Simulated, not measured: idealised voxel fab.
process module | voxel wiring stack
cross-section cut | 230 nm wide | cells 5 nm
A cross-section is a grid of square cells, given in bands from the top down. A band is one or more rows of cells.
Each band's line starts with the height of the band's top and of its bottom, in nm. Then come its materials from left to right, each with its width in nm. One material with "throughout" fills the band from edge to edge. "air" is empty space.
Height 0 is the level under which the wafer as received is all one material. The lowest band goes on downwards, as in "0 down".
A width such as "30 to 40" changes by the same amount from each row of cells to the next, from the band's top row to its bottom row.
"no change" after a step means that no cell of the cross-section changed.
closed voids: empty space of 8 cells or more with no open way to the top, each as width x height at its distance from the left edge, in nm
after a step's settings: what the simulator itself notes on the step
overlay nm, on a step with a mask: how far to the right of its planned place the mask lay; to the left if negative
plan
1 op RECEIVE | material Si
2 op CONFORMAL_DEP | material SiO2 | thk nm 10
3 op DIRECTIONAL_DEP | material TiN | thk nm 5
4 op DIRECTIONAL_DEP | material W | thk nm 25
5 op MASKED_ETCH | tone cover | mask id METAL_1 | width nm 25 | pitch nm 40 | etch materials W | depth nm 25 | overlay nm 0
6 op MASKED_ETCH | tone cover | mask id METAL_1 | width nm 25 | pitch nm 40 | etch materials TiN | depth nm 5 | overlay nm 0
7 op CONFORMAL_DEP | material SiCN | thk nm 5
8 op FILL_DEP | material lowk | thk nm 10
9 op CMP | height nm 40
10 op CONFORMAL_DEP | material SiCN | thk nm 5
11 op DIRECTIONAL_DEP | material SiO2 | thk nm 10
12 op PATTERN | tone open | mask id PLUG_1 | material resist | width nm 15 | thk nm 20 | overlay nm 0
13 op DIRECTIONAL_ETCH | etch materials SiO2 | depth nm 10
14 op DIRECTIONAL_ETCH | etch materials SiCN | depth nm 5
15 op STRIP | etch materials resist
16 op CONFORMAL_DEP | material TiN | thk nm 5
17 op FILL_DEP | material Ru | thk nm 5
18 op CMP | height nm 55
19 op CONFORMAL_DEP | material SiCN | thk nm 5
20 op DIRECTIONAL_DEP | material lowk | thk nm 25
21 op MASKED_ETCH | tone open | mask id METAL_2 | width nm 25 | pitch nm 40 | etch materials lowk | depth nm 25 | overlay nm 0
22 op MASKED_ETCH | tone open | mask id METAL_2 | width nm 25 | pitch nm 40 | etch materials SiCN | depth nm 5 | overlay nm 0
23 op CONFORMAL_DEP | material TiN | thk nm 5
24 op FILL_DEP | material Cu | thk nm 5
25 op CMP | height nm 85
26 op CONFORMAL_DEP | material SiCN | thk nm 5
27 op DIRECTIONAL_DEP | material lowk | thk nm 10
28 op MASKED_ETCH | tone open | mask id PLUG_2 | width nm 15 | etch materials lowk | depth nm 10 | overlay nm 0
29 op MASKED_ETCH | tone open | mask id PLUG_2 | width nm 15 | etch materials SiCN | depth nm 5 | overlay nm 0
30 op CONFORMAL_DEP | material TiN | thk nm 5
31 op FILL_DEP | material Cu | thk nm 5
32 op CMP | height nm 100
33 op DIRECTIONAL_DEP | material TiN | thk nm 5
34 op DIRECTIONAL_DEP | material W | thk nm 25
35 op DIRECTIONAL_DEP | material aC | thk nm 10
36 op PATTERN | tone cover | mask id METAL_3 | material resist | width nm 25 | pitch nm 40 | thk nm 25 | overlay nm 0
37 op DIRECTIONAL_ETCH | etch materials aC | depth nm 10
38 op STRIP | etch materials resist
39 op DIRECTIONAL_ETCH | etch materials W | depth nm 25
40 op DIRECTIONAL_ETCH | etch materials TiN | depth nm 5
41 op STRIP | etch materials aC
42 op FILL_DEP | material lowk | thk nm 10
43 op CMP | height nm 130
44 op CONFORMAL_DEP | material SiCN | thk nm 5
45 op DIRECTIONAL_DEP | material lowk | thk nm 10
46 op MASKED_ETCH | tone open | mask id PLUG_3 | width nm 15 | etch materials lowk | depth nm 10 | overlay nm 0
47 op MASKED_ETCH | tone open | mask id PLUG_3 | width nm 15 | etch materials SiCN | depth nm 5 | overlay nm 0
48 op CONFORMAL_DEP | material TiN | thk nm 5
49 op FILL_DEP | material W | thk nm 10
50 op CMP | height nm 145
51 op CONFORMAL_DEP | material SiN | thk nm 5
52 op DIRECTIONAL_DEP | material SiO2 | thk nm 25
53 op MASKED_ETCH | tone open | mask id METAL_4 | width nm 25 | pitch nm 40 | etch materials SiO2 | depth nm 25 | overlay nm 0
54 op MASKED_ETCH | tone open | mask id METAL_4 | width nm 25 | pitch nm 40 | etch materials SiN | depth nm 5 | overlay nm 0
55 op CONFORMAL_DEP | material TiN | thk nm 5
56 op FILL_DEP | material Ru | thk nm 10
57 op CMP | height nm 175
58 op EPI | material Ru | thk nm 5
59 op FILL_DEP | material SiCN | thk nm 5
first wafer, as planned
as received, after step 1
  0 down: Si throughout
  closed voids: none
after step 2
  10 to 0: SiO2 throughout
  below 0: unchanged
after step 3
  15 to 10: TiN throughout
  below 10: unchanged
after step 4
  40 to 15: W throughout
  below 15: unchanged
after step 5
  40 to 15: air 80 | W 25 | air 15 | W 25 | air 85
  below 15: unchanged
after step 6
  40 to 15: air 80 | W 25 | air 15 | W 25 | air 85
  15 to 10: air 80 | TiN 25 | air 15 | TiN 25 | air 85
  below 10: unchanged
after step 7
  45 to 40: air 75 | SiCN 35 | air 5 | SiCN 35 | air 80
  40 to 15: air 75 | SiCN 5 | W 25 | SiCN 5 | air 5 | SiCN 5 | W 25 | SiCN 5 | air 80
  15 to 10: SiCN 80 | TiN 25 | SiCN 15 | TiN 25 | SiCN 85
  below 10: unchanged
after step 8
  55 to 45: lowk throughout
  45 to 40: lowk 75 | SiCN 35 | lowk 5 | SiCN 35 | lowk 80
  40 to 15: lowk 75 | SiCN 5 | W 25 | SiCN 5 | lowk 5 | SiCN 5 | W 25 | SiCN 5 | lowk 80
  below 15: unchanged
after step 9
  40 to 15: lowk 75 | SiCN 5 | W 25 | SiCN 5 | lowk 5 | SiCN 5 | W 25 | SiCN 5 | lowk 80
  below 15: unchanged
after step 10
  45 to 40: SiCN throughout
  below 40: unchanged
after step 11
  55 to 45: SiO2 throughout
  below 45: unchanged
after step 12
  75 to 55: resist 80 | air 15 | resist 135
  below 55: unchanged
after step 13
  75 to 55: resist 80 | air 15 | resist 135
  55 to 45: SiO2 80 | air 15 | SiO2 135
  below 45: unchanged
after step 14
  75 to 55: resist 80 | air 15 | resist 135
  55 to 45: SiO2 80 | air 15 | SiO2 135
  45 to 40: SiCN 80 | air 15 | SiCN 135
  below 40: unchanged
after step 15
  55 to 45: SiO2 80 | air 15 | SiO2 135
  below 45: unchanged
after step 16
  60 to 55: TiN 85 | air 5 | TiN 140
  55 to 45: SiO2 80 | TiN 5 | air 5 | TiN 5 | SiO2 135
  45 to 40: SiCN 80 | TiN 15 | SiCN 135
  below 40: unchanged
after step 17
  65 to 60: Ru throughout
  60 to 55: TiN 85 | Ru 5 | TiN 140
  55 to 45: SiO2 80 | TiN 5 | Ru 5 | TiN 5 | SiO2 135
  below 45: unchanged
after step 18
  55 to 45: SiO2 80 | TiN 5 | Ru 5 | TiN 5 | SiO2 135
  below 45: unchanged
after step 19
  60 to 55: SiCN throughout
  below 55: unchanged
after step 20
  85 to 60: lowk throughout
  below 60: unchanged
after step 21
  85 to 60: lowk 80 | air 25 | lowk 15 | air 25 | lowk 85
  below 60: unchanged
after step 22
  85 to 60: lowk 80 | air 25 | lowk 15 | air 25 | lowk 85
  60 to 55: SiCN 80 | air 25 | SiCN 15 | air 25 | SiCN 85
  below 55: unchanged
after step 23
  90 to 85: TiN 85 | air 15 | TiN 25 | air 15 | TiN 90
  85 to 60: lowk 80 | TiN 5 | air 15 | TiN 5 | lowk 15 | TiN 5 | air 15 | TiN 5 | lowk 85
  60 to 55: SiCN 80 | TiN 25 | SiCN 15 | TiN 25 | SiCN 85
  below 55: unchanged
after step 24
  95 to 90: Cu throughout
  90 to 85: TiN 85 | Cu 15 | TiN 25 | Cu 15 | TiN 90
  85 to 60: lowk 80 | TiN 5 | Cu 15 | TiN 5 | lowk 15 | TiN 5 | Cu 15 | TiN 5 | lowk 85
  below 60: unchanged
after step 25
  85 to 60: lowk 80 | TiN 5 | Cu 15 | TiN 5 | lowk 15 | TiN 5 | Cu 15 | TiN 5 | lowk 85
  below 60: unchanged
after step 26
  90 to 85: SiCN throughout
  below 85: unchanged
after step 27
  100 to 90: lowk throughout
  below 90: unchanged
after step 28
  100 to 90: lowk 80 | air 15 | lowk 135
  below 90: unchanged
after step 29
  100 to 90: lowk 80 | air 15 | lowk 135
  90 to 85: SiCN 80 | air 15 | SiCN 135
  below 85: unchanged
after step 30
  105 to 100: TiN 85 | air 5 | TiN 140
  100 to 90: lowk 80 | TiN 5 | air 5 | TiN 5 | lowk 135
  90 to 85: SiCN 80 | TiN 15 | SiCN 135
  below 85: unchanged
after step 31
  110 to 105: Cu throughout
  105 to 100: TiN 85 | Cu 5 | TiN 140
  100 to 90: lowk 80 | TiN 5 | Cu 5 | TiN 5 | lowk 135
  below 90: unchanged
after step 32
  100 to 90: lowk 80 | TiN 5 | Cu 5 | TiN 5 | lowk 135
  below 90: unchanged
after step 33
  105 to 100: TiN throughout
  below 100: unchanged
after step 34
  130 to 105: W throughout
  below 105: unchanged
after step 35
  140 to 130: aC throughout
  below 130: unchanged
after step 36
  165 to 140: air 80 | resist 25 | air 15 | resist 25 | air 85
  below 140: unchanged
after step 37
  155 to 140: air 80 | resist 25 | air 15 | resist 25 | air 85
  140 to 130: air 80 | aC 25 | air 15 | aC 25 | air 85
  below 130: unchanged
after step 38
  140 to 130: air 80 | aC 25 | air 15 | aC 25 | air 85
  below 130: unchanged
after step 39
  140 to 130: air 80 | aC 25 | air 15 | aC 25 | air 85
  130 to 105: air 80 | W 25 | air 15 | W 25 | air 85
  below 105: unchanged
after step 40
  140 to 130: air 80 | aC 25 | air 15 | aC 25 | air 85
  130 to 105: air 80 | W 25 | air 15 | W 25 | air 85
  105 to 100: air 80 | TiN 25 | air 15 | TiN 25 | air 85
  below 100: unchanged
after step 41
  130 to 105: air 80 | W 25 | air 15 | W 25 | air 85
  below 105: unchanged
after step 42
  140 to 130: lowk throughout
  130 to 105: lowk 80 | W 25 | lowk 15 | W 25 | lowk 85
  105 to 100: lowk 80 | TiN 25 | lowk 15 | TiN 25 | lowk 85
  below 100: unchanged
after step 43
  130 to 105: lowk 80 | W 25 | lowk 15 | W 25 | lowk 85
  below 105: unchanged
after step 44
  135 to 130: SiCN throughout
  below 130: unchanged
after step 45
  145 to 135: lowk throughout
  below 135: unchanged
after step 46
  145 to 135: lowk 80 | air 15 | lowk 135
  below 135: unchanged
after step 47
  145 to 135: lowk 80 | air 15 | lowk 135
  135 to 130: SiCN 80 | air 15 | SiCN 135
  below 130: unchanged
after step 48
  150 to 145: TiN 85 | air 5 | TiN 140
  145 to 135: lowk 80 | TiN 5 | air 5 | TiN 5 | lowk 135
  135 to 130: SiCN 80 | TiN 15 | SiCN 135
  below 130: unchanged
after step 49
  160 to 150: W throughout
  150 to 145: TiN 85 | W 5 | TiN 140
  145 to 135: lowk 80 | TiN 5 | W 5 | TiN 5 | lowk 135
  below 135: unchanged
after step 50
  145 to 135: lowk 80 | TiN 5 | W 5 | TiN 5 | lowk 135
  below 135: unchanged
after step 51
  150 to 145: SiN throughout
  below 145: unchanged
after step 52
  175 to 150: SiO2 throughout
  below 150: unchanged
after step 53
  175 to 150: SiO2 80 | air 25 | SiO2 15 | air 25 | SiO2 85
  below 150: unchanged
after step 54
  175 to 150: SiO2 80 | air 25 | SiO2 15 | air 25 | SiO2 85
  150 to 145: SiN 80 | air 25 | SiN 15 | air 25 | SiN 85
  below 145: unchanged
after step 55
  180 to 175: TiN 85 | air 15 | TiN 25 | air 15 | TiN 90
  175 to 150: SiO2 80 | TiN 5 | air 15 | TiN 5 | SiO2 15 | TiN 5 | air 15 | TiN 5 | SiO2 85
  150 to 145: SiN 80 | TiN 25 | SiN 15 | TiN 25 | SiN 85
  below 145: unchanged
after step 56
  190 to 180: Ru throughout
  180 to 175: TiN 85 | Ru 15 | TiN 25 | Ru 15 | TiN 90
  175 to 150: SiO2 80 | TiN 5 | Ru 15 | TiN 5 | SiO2 15 | TiN 5 | Ru 15 | TiN 5 | SiO2 85
  below 150: unchanged
after step 57
  175 to 150: SiO2 80 | TiN 5 | Ru 15 | TiN 5 | SiO2 15 | TiN 5 | Ru 15 | TiN 5 | SiO2 85
  below 150: unchanged
after step 58
  180 to 175: air 75 | Ru 35 | air 5 | Ru 35 | air 80
  below 175: unchanged
after step 59
  185 to 180: SiCN throughout
  180 to 175: SiCN 75 | Ru 35 | SiCN 5 | Ru 35 | SiCN 80
  below 175: unchanged
second wafer: like start, like plan, one mistake. Through step 27 it matches the first wafer
when step 28 should have ended
  100 to 90: lowk 80 | air 20 | lowk 130
  below 90: unchanged
when step 29 should have ended
  100 to 90: lowk 80 | air 20 | lowk 130
  90 to 85: SiCN 80 | air 15 | SiCN 135
  below 85: unchanged
when step 30 should have ended
  105 to 100: TiN 85 | air 10 | TiN 135
  100 to 90: lowk 80 | TiN 5 | air 10 to 5 | TiN 5 to 10 | lowk 130
  90 to 85: SiCN 80 | TiN 15 | SiCN 135
  below 85: unchanged
when step 31 should have ended
  110 to 105: Cu throughout
  105 to 100: TiN 85 | Cu 10 | TiN 135
  100 to 90: lowk 80 | TiN 5 | Cu 10 to 5 | TiN 5 to 10 | lowk 130
  below 90: unchanged
when step 32 should have ended
  100 to 90: lowk 80 | TiN 5 | Cu 10 to 5 | TiN 5 to 10 | lowk 130
  below 90: unchanged
when step 33 should have ended
  105 to 100: TiN throughout
  below 100: unchanged
when step 34 should have ended
  130 to 105: W throughout
  below 105: unchanged
when step 35 should have ended
  140 to 130: aC throughout
  below 130: unchanged
when step 36 should have ended
  165 to 140: air 80 | resist 25 | air 15 | resist 25 | air 85
  below 140: unchanged
when step 37 should have ended
  155 to 140: air 80 | resist 25 | air 15 | resist 25 | air 85
  140 to 130: air 80 | aC 25 | air 15 | aC 25 | air 85
  below 130: unchanged
when step 38 should have ended
  140 to 130: air 80 | aC 25 | air 15 | aC 25 | air 85
  below 130: unchanged
when step 39 should have ended
  140 to 130: air 80 | aC 25 | air 15 | aC 25 | air 85
  130 to 105: air 80 | W 25 | air 15 | W 25 | air 85
  below 105: unchanged
when step 40 should have ended
  140 to 130: air 80 | aC 25 | air 15 | aC 25 | air 85
  130 to 105: air 80 | W 25 | air 15 | W 25 | air 85
  105 to 100: air 80 | TiN 25 | air 15 | TiN 25 | air 85
  below 100: unchanged
when step 41 should have ended
  130 to 105: air 80 | W 25 | air 15 | W 25 | air 85
  below 105: unchanged
when step 42 should have ended
  140 to 130: lowk throughout
  130 to 105: lowk 80 | W 25 | lowk 15 | W 25 | lowk 85
  105 to 100: lowk 80 | TiN 25 | lowk 15 | TiN 25 | lowk 85
  below 100: unchanged
when step 43 should have ended
  130 to 105: lowk 80 | W 25 | lowk 15 | W 25 | lowk 85
  below 105: unchanged
when step 44 should have ended
  135 to 130: SiCN throughout
  below 130: unchanged
when step 45 should have ended
  145 to 135: lowk throughout
  below 135: unchanged
when step 46 should have ended
  145 to 135: lowk 80 | air 15 | lowk 135
  below 135: unchanged
when step 47 should have ended
  145 to 135: lowk 80 | air 15 | lowk 135
  135 to 130: SiCN 80 | air 15 | SiCN 135
  below 130: unchanged
when step 48 should have ended
  150 to 145: TiN 85 | air 5 | TiN 140
  145 to 135: lowk 80 | TiN 5 | air 5 | TiN 5 | lowk 135
  135 to 130: SiCN 80 | TiN 15 | SiCN 135
  below 130: unchanged
when step 49 should have ended
  160 to 150: W throughout
  150 to 145: TiN 85 | W 5 | TiN 140
  145 to 135: lowk 80 | TiN 5 | W 5 | TiN 5 | lowk 135
  below 135: unchanged
when step 50 should have ended
  145 to 135: lowk 80 | TiN 5 | W 5 | TiN 5 | lowk 135
  below 135: unchanged
when step 51 should have ended
  150 to 145: SiN throughout
  below 145: unchanged
when step 52 should have ended
  175 to 150: SiO2 throughout
  below 150: unchanged
when step 53 should have ended
  175 to 150: SiO2 80 | air 25 | SiO2 15 | air 25 | SiO2 85
  below 150: unchanged
when step 54 should have ended
  175 to 150: SiO2 80 | air 25 | SiO2 15 | air 25 | SiO2 85
  150 to 145: SiN 80 | air 25 | SiN 15 | air 25 | SiN 85
  below 145: unchanged
when step 55 should have ended
  180 to 175: TiN 85 | air 15 | TiN 25 | air 15 | TiN 90
  175 to 150: SiO2 80 | TiN 5 | air 15 | TiN 5 | SiO2 15 | TiN 5 | air 15 | TiN 5 | SiO2 85
  150 to 145: SiN 80 | TiN 25 | SiN 15 | TiN 25 | SiN 85
  below 145: unchanged
when step 56 should have ended
  190 to 180: Ru throughout
  180 to 175: TiN 85 | Ru 15 | TiN 25 | Ru 15 | TiN 90
  175 to 150: SiO2 80 | TiN 5 | Ru 15 | TiN 5 | SiO2 15 | TiN 5 | Ru 15 | TiN 5 | SiO2 85
  below 150: unchanged
when step 57 should have ended
  175 to 150: SiO2 80 | TiN 5 | Ru 15 | TiN 5 | SiO2 15 | TiN 5 | Ru 15 | TiN 5 | SiO2 85
  below 150: unchanged
when step 58 should have ended
  180 to 175: air 75 | Ru 35 | air 5 | Ru 35 | air 80
  below 175: unchanged
when step 59 should have ended
  185 to 180: SiCN throughout
  180 to 175: SiCN 75 | Ru 35 | SiCN 5 | Ru 35 | SiCN 80
  below 175: unchanged
what went wrong: step 28 ran as: op MASKED_ETCH | tone open | mask id PLUG_2 | width nm 20 | etch materials lowk | depth nm 10 | overlay nm 0
at the end the second wafer has, in cells: 1 more of Cu | 1 more of TiN | 2 fewer of lowk
